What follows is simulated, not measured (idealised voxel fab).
This section sets out a process module, namely voxel self aligned vias.
Square cell edge 5 nm, section width 290 nm, ID cut.
Cross-section spec: square-cell grid; bands listed top down; each band is one or more rows. The entry gives the band's vertical extent as a top height and a bottom height in nm, then its horizontal make-up as materials from left to right, each with a width in nm. "air" stands for empty space; a single material marked "throughout" fills the band edge to edge. Measure heights from 0. That's the level where, below it, the as-received wafer is all one material. The lowest band is bottomless and extends downward; write it as in "0 down". Width: "30->40" (first number = top row, second number = bottom row, same change from row to row of cells). "changes: none" after a step means that no cell of the cross-section changed. The label "Sealed void list" introduces a list of the empty spaces, 8 cells or larger, that have no open way up to the top; each entry in it reads width x height at distance, where the distance is taken from the left edge and all three are stated in nm. It should be noted that, on the line of a given step, the content following the step's settings is a remark produced by the simulator itself with respect to that step. Each step line may optionally specify "overlay nm", which for a step with a mask gives the rightward distance between the mask's planned place and where it lay, a negative value indicating the leftward direction.
Below is the list of planned process steps
1. RECEIVE,material Si
2. CONFORMAL_DEP,material SiO2,thk nm 15
3. CONFORMAL_DEP,material SiCN,thk nm 5
4. DIRECTIONAL_DEP,material SiO2,thk nm 20
5. PATTERN,tone open,mask id LINES,material resist,width nm 25,pitch nm 55,thk nm 15,overlay nm 0
6. DIRECTIONAL_ETCH,etch materials SiO2,depth nm 20
7. STRIP,etch materials resist
8. CONFORMAL_DEP,material TiN,thk nm 5
9. FILL_DEP,material Ru,thk nm 5
10. CMP,height nm 40
11. SELECTIVE_ETCH,etch materials W Ru TiN,depth nm 10
12. FILL_DEP,material SiN,thk nm 10
13. CMP,height nm 40
14. DIRECTIONAL_DEP,material SiO2,thk nm 15
15. DIRECTIONAL_DEP,material aC,thk nm 15
16. PATTERN,tone open,mask id VIAS,material resist,width nm 35,pitch nm 55,thk nm 35,overlay nm 0
17. DIRECTIONAL_ETCH,etch materials aC,depth nm 15
18. STRIP,etch materials resist
19. DIRECTIONAL_ETCH,etch materials SiO2,depth nm 15
20. DIRECTIONAL_ETCH,etch materials SiN,depth nm 10
21. STRIP,etch materials aC
22. CONFORMAL_DEP,material TiN,thk nm 5
23. FILL_DEP,material Ru,thk nm 5
24. CMP,height nm 55
25. CONFORMAL_DEP,material SiCN,thk nm 5
Cross-section: wafer on arrival = after step 1
    0 down: Si throughout
    Sealed void list: none
End-of-module XS, first of two wafers, run as planned
    60 to 55: SiCN throughout
    55 to 45: SiO2 100, TiN 5, Ru 25, TiN 5, SiO2 20, TiN 5, Ru 25, TiN 5, SiO2 100
    45 to 35: SiO2 100->105, TiN 10->5, Ru 15, TiN 10->5, SiO2 20->30, TiN 10->5, Ru 15, TiN 10->5, SiO2 100->105
    35 to 30: SiO2 105, TiN 25, SiO2 30, TiN 25, SiO2 105
    30 to 25: SiO2 105, TiN 5, Ru 15, TiN 5, SiO2 30, TiN 5, Ru 15, TiN 5, SiO2 105
    25 to 20: SiO2 105, TiN 25, SiO2 30, TiN 25, SiO2 105
    20 to 15: SiCN throughout
    15 to 0: SiO2 throughout
    0 down: Si throughout
    Sealed void list: none
Presented here is a cross-section of the second of the two wafers as it stood at the end of the module. It was started in the same manner and assigned the same plan as the first wafer; however, one mistake was made in its execution
    60 to 55: SiCN throughout
    55 to 45: SiO2 100, TiN 5, Ru 25, TiN 5, SiO2 20, TiN 5, Ru 25, TiN 5, SiO2 100
    45 to 40: SiO2 100, TiN 35, SiO2 20, TiN 35, SiO2 100
    40 to 35: SiCN throughout
    35 to 0: SiO2 throughout
    0 down: Si throughout
    Sealed void list: none
Short version of what went wrong: swap of plan steps 3 and 4 during execution
It is noted that, at the conclusion of processing, the second wafer exhibits a higher or lower cell count for certain materials relative to the first: Ru: 18 fewer; SiO2: 40 more; TiN: 22 fewer
